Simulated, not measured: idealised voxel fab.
Herein follows the process module entitled voxel local oxidation.
Section cut is 180 nm wide and gridded with 5 nm square cells.
Cross-section format: a grid of square cells, given as bands from top to bottom; each band is one or more rows of cells. The entry gives the band's vertical extent as a top height and a bottom height in nm, then its horizontal make-up as materials from left to right, each with a width in nm. "empty" stands for empty space; a single material marked "everywhere" fills the band edge to edge. For the purposes of this specification, 0 denotes the height below which the wafer in its as-received condition is composed wholly of one material, and the lowermost band, lacking a lower limit, extends downward without end, as expressed in "0 down". A two-number width, for instance "30->40", indicates that the width is equal to the first number in the top row of the band and to the second number in the bottom row, and that it changes by a constant amount per row of cells. "no alteration", as given for a step, is the statement that not any cell of the cross-section underwent a change during that step. "Closed void list" enumerates empty spaces isolated from the top, with no open way to it, that contain at least 8 cells, giving each as width x height at distance from the left edge, all three in nm. That trailing text on a step's line, after the settings, is the simulator's own remark on the step. If you see "overlay nm" on a step's line and that step has a mask, it's telling you how far right of where it was planned the mask ended up; a negative number means it went left instead. What follows is a series of pairs. Each pair shows a cross-section before one process step and the cross-section after it, and the after view is drawn only down to the lowest band that changed. Beneath each pair is the step that lies between the two, with its settings. Pairs may come from different runs of this module on the same starting wafer, so a pair continues from the one above it only where its entry headed "before" says so.
Before
> 0 down  Si everywhere
> Closed void list: none
Result of Step
> 0 to -5  SiO2 everywhere
> Everything below -5 is unchanged.
> Closed void list: none
Between the two cross-sections above, the process step reads OXIDIZE with depth nm 5
before: identical to the post-step cross-section of the immediately preceding pair.
Result of Step
> 15 to 0  SiN everywhere
> Everything below 0 is unchanged.
> Closed void list: none
Between the two cross-sections above, the process step reads CONFORMAL_DEP with material SiN, thk nm 15
before: identical to the post-step cross-section of the immediately preceding pair.
Result of Step
> 35 to 15  empty: 25 / resist: 130 / empty: 25
> Everything below 15 is unchanged.
> Closed void list: none
Between the two cross-sections above, the process step reads PATTERN with tone cover, mask id ACTIVE, material resist, width nm 130, thk nm 20, overlay nm 0
before: identical to the post-step cross-section of the immediately preceding pair.
Result of Step
> 35 to 15  empty: 25 / resist: 130 / empty: 25
> 15 to 0  empty: 25 / SiN: 130 / empty: 25
> Everything below 0 is unchanged.
> Closed void list: none
Between the two cross-sections above, the process step reads DIRECTIONAL_ETCH with etch materials SiN, depth nm 15
before: identical to the post-step cross-section of the immediately preceding pair.
Result of Step
> 15 to 0  empty: 25 / SiN: 130 / empty: 25
> Everything below 0 is unchanged.
> Closed void list: none
Between the two cross-sections above, the process step reads STRIP with etch materials resist
before: identical to the post-step cross-section of the immediately preceding pair.
Result of Step
> 15 to 0  empty: 25 / SiN: 130 / empty: 25
> 0 to -5  empty: 30 / SiO2: 120 / empty: 30
> Everything below -5 is unchanged.
> Closed void list: none
Between the two cross-sections above, the process step reads SELECTIVE_ETCH with etch materials SiO2, depth nm 5
before: identical to the post-step cross-section of the immediately preceding pair.
Result of Step
> 15 to 0  empty: 25 / SiN: 130 / empty: 25
> 0 to -5  empty: 30 / SiO2: 120 / empty: 30
> -5 to -20  SiO2: 45 / Si: 90 / SiO2: 45
> Everything below -20 is unchanged.
> Closed void list: none
Between the two cross-sections above, the process step reads OXIDIZE with depth nm 15
before: identical to the post-step cross-section of the immediately preceding pair.
Result of Step
> 0 to -5  empty: 30 / SiO2: 120 / empty: 30
> Everything below -5 is unchanged.
> Closed void list: none
Between the two cross-sections above, the process step reads STRIP with etch materials SiN
Before
> 15 to 0  empty: 25 / SiN: 130 / empty: 25
> 0 to -5  empty: 30 / SiO2: 120 / empty: 30
> -5 down  Si everywhere
> Closed void list: none
Result of Step
> 0 to -5  empty: 30 / SiO2: 120 / empty: 30
> Everything below -5 is unchanged.
> Closed void list: none
Between the two cross-sections above, the process step reads STRIP with etch materials SiN
before: identical to the post-step cross-section of the immediately preceding pair.
Result of Step
> 0 to -5  empty: 30 / SiO2: 120 / empty: 30
> -5 to -20  SiO2: 45 / Si: 90 / SiO2: 45
> Everything below -20 is unchanged.
> Closed void list: none
Between the two cross-sections above, the process step reads OXIDIZE with depth nm 15
Before
> 15 to 0  empty: 25 / SiN: 130 / empty: 25
> 0 to -5  SiO2 everywhere
> -5 down  Si everywhere
> Closed void list: none
Result of Step
> 15 to 0  empty: 25 / SiN: 130 / empty: 25
> 0 to -5  empty: 40 / SiO2: 100 / empty: 40
> Everything below -5 is unchanged.
> Closed void list: none
Between the two cross-sections above, the process step reads SELECTIVE_ETCH with etch materials SiO2, depth nm 15
before: identical to the post-step cross-section of the immediately preceding pair.
Result of Step
> 15 to 0  empty: 25 / SiN: 130 / empty: 25
> 0 to -5  empty: 40 / SiO2: 100 / empty: 40
> -5 to -20  SiO2: 55 / Si: 70 / SiO2: 55
> Everything below -20 is unchanged.
> Closed void list: none
Between the two cross-sections above, the process step reads OXIDIZE with depth nm 15
before: identical to the post-step cross-section of the immediately preceding pair.
Result of Step
> 0 to -5  empty: 40 / SiO2: 100 / empty: 40
> Everything below -5 is unchanged.
> Closed void list: none
Between the two cross-sections above, the process step reads STRIP with etch materials SiN
Before
> 15 to 0  SiN everywhere
> 0 to -5  SiO2 everywhere
> -5 down  Si everywhere
> Closed void list: none
Result of Step
> 35 to 15  empty: 30 / resist: 125 / empty: 25
> Everything below 15 is unchanged.
> Closed void list: none
Between the two cross-sections above, the process step reads PATTERN with tone cover, mask id ACTIVE, material resist, width nm 125, thk nm 20, overlay nm 0
before: identical to the post-step cross-section of the immediately preceding pair.
Result of Step
> 35 to 15  empty: 30 / resist: 125 / empty: 25
> 15 to 0  empty: 30 / SiN: 125 / empty: 25
> Everything below 0 is unchanged.
> Closed void list: none
Between the two cross-sections above, the process step reads DIRECTIONAL_ETCH with etch materials SiN, depth nm 15
before: identical to the post-step cross-section of the immediately preceding pair.
Result of Step
> 15 to 0  empty: 30 / SiN: 125 / empty: 25
> Everything below 0 is unchanged.
> Closed void list: none
Between the two cross-sections above, the process step reads STRIP with etch materials resist
before: identical to the post-step cross-section of the immediately preceding pair.
Result of Step
> 15 to 0  empty: 30 / SiN: 125 / empty: 25
> 0 to -5  empty: 35 / SiO2: 115 / empty: 30
> Everything below -5 is unchanged.
> Closed void list: none
Between the two cross-sections above, the process step reads SELECTIVE_ETCH with etch materials SiO2, depth nm 5
before: identical to the post-step cross-section of the immediately preceding pair.
Result of Step
> 15 to 0  empty: 30 / SiN: 125 / empty: 25
> 0 to -5  empty: 35 / SiO2: 115 / empty: 30
> -5 to -20  SiO2: 50 / Si: 85 / SiO2: 45
> Everything below -20 is unchanged.
> Closed void list: none
Between the two cross-sections above, the process step reads OXIDIZE with depth nm 15
before: identical to the post-step cross-section of the immediately preceding pair.
Result of Step
> 0 to -5  empty: 35 / SiO2: 115 / empty: 30
> Everything below -5 is unchanged.
> Closed void list: none
Between the two cross-sections above, the process step reads STRIP with etch materials SiN
Before
> 15 to 0  SiN everywhere
> 0 to -5  SiO2 everywhere
> -5 down  Si everywhere
> Closed void list: none
Result of Step
> 35 to 15  empty: 20 / resist: 130 / empty: 30
> Everything below 15 is unchanged.
> Closed void list: none
Between the two cross-sections above, the process step reads PATTERN with tone cover, mask id ACTIVE, material resist, width nm 130, thk nm 20, overlay nm -5
before: identical to the post-step cross-section of the immediately preceding pair.
Result of Step
> 35 to 15  empty: 20 / resist: 130 / empty: 30
> 15 to 0  empty: 20 / SiN: 130 / empty: 30
> Everything below 0 is unchanged.
> Closed void list: none
Between the two cross-sections above, the process step reads DIRECTIONAL_ETCH with etch materials SiN, depth nm 15
before: identical to the post-step cross-section of the immediately preceding pair.
Result of Step
> 15 to 0  empty: 20 / SiN: 130 / empty: 30
> Everything below 0 is unchanged.
> Closed void list: none
Between the two cross-sections above, the process step reads STRIP with etch materials resist
before: identical to the post-step cross-section of the immediately preceding pair.
Result of Step
> 15 to 0  empty: 20 / SiN: 130 / empty: 30
> 0 to -5  empty: 25 / SiO2: 120 / empty: 35
> Everything below -5 is unchanged.
> Closed void list: none
Between the two cross-sections above, the process step reads SELECTIVE_ETCH with etch materials SiO2, depth nm 5
before: identical to the post-step cross-section of the immediately preceding pair.
Result of Step
> 15 to 0  empty: 20 / SiN: 130 / empty: 30
> 0 to -5  empty: 25 / SiO2: 120 / empty: 35
> -5 to -20  SiO2: 40 / Si: 90 / SiO2: 50
> Everything below -20 is unchanged.
> Closed void list: none
Between the two cross-sections above, the process step reads OXIDIZE with depth nm 15
before: identical to the post-step cross-section of the immediately preceding pair.
Result of Step
> 0 to -5  empty: 25 / SiO2: 120 / empty: 35
> Everything below -5 is unchanged.
> Closed void list: none
Between the two cross-sections above, the process step reads STRIP with etch materials SiN
Before
> 0 to -5  SiO2 everywhere
> -5 down  Si everywhere
> Closed void list: none
Result of Step
> 15 to -5  SiO2 everywhere
> Everything below -5 is unchanged.
> Closed void list: none
Between the two cross-sections above, the process step reads CONFORMAL_DEP with material SiO2, thk nm 15
before: identical to the post-step cross-section of the immediately preceding pair.
Result of Step
> 35 to 15  empty: 25 / resist: 130 / empty: 25
> Everything below 15 is unchanged.
> Closed void list: none
Between the two cross-sections above, the process step reads PATTERN with tone cover, mask id ACTIVE, material resist, width nm 130, thk nm 20, overlay nm 0
before: identical to the post-step cross-section of the immediately preceding pair.
Result of Step
> 15 to -5  SiO2 everywhere
> Everything below -5 is unchanged.
> Closed void list: none
Between the two cross-sections above, the process step reads STRIP with etch materials resist
before: identical to the post-step cross-section of the immediately preceding pair.
Result of Step
> 10 to -5  SiO2 everywhere
> Everything below -5 is unchanged.
> Closed void list: none
Between the two cross-sections above, the process step reads SELECTIVE_ETCH with etch materials SiO2, depth nm 5
Before
> 15 to 0  SiN everywhere
> 0 to -5  SiO2 everywhere
> -5 down  Si everywhere
> Closed void list: none
Result of Step
> 35 to 15  resist: 25 / empty: 130 / resist: 25
> Everything below 15 is unchanged.
> Closed void list: none
Between the two cross-sections above, the process step reads PATTERN with tone open, mask id ACTIVE, material resist, width nm 130, thk nm 20, overlay nm 0
before: identical to the post-step cross-section of the immediately preceding pair.
Result of Step
> 35 to 15  resist: 25 / empty: 130 / resist: 25
> 15 to 0  SiN: 25 / empty: 130 / SiN: 25
> Everything below 0 is unchanged.
> Closed void list: none
Between the two cross-sections above, the process step reads DIRECTIONAL_ETCH with etch materials SiN, depth nm 15
before: identical to the post-step cross-section of the immediately preceding pair.
Result of Step
> 15 to 0  SiN: 25 / empty: 130 / SiN: 25
> Everything below 0 is unchanged.
> Closed void list: none
Between the two cross-sections above, the process step reads STRIP with etch materials resist
before: identical to the post-step cross-section of the immediately preceding pair.
Result of Step
> 15 to 0  SiN: 25 / empty: 130 / SiN: 25
> 0 to -5  SiO2: 20 / empty: 140 / SiO2: 20
> Everything below -5 is unchanged.
> Closed void list: none
Between the two cross-sections above, the process step reads SELECTIVE_ETCH with etch materials SiO2, depth nm 5
before: identical to the post-step cross-section of the immediately preceding pair.
Result of Step
> 15 to 0  SiN: 25 / empty: 130 / SiN: 25
> 0 to -5  SiO2: 20 / empty: 140 / SiO2: 20
> -5 to -20  Si: 5 / SiO2: 170 / Si: 5
> Everything below -20 is unchanged.
> Closed void list: none
Between the two cross-sections above, the process step reads OXIDIZE with depth nm 15
before: identical to the post-step cross-section of the immediately preceding pair.
Result of Step
> 0 to -5  SiO2: 20 / empty: 140 / SiO2: 20
> Everything below -5 is unchanged.
> Closed void list: none
Between the two cross-sections above, the process step reads STRIP with etch materials SiN
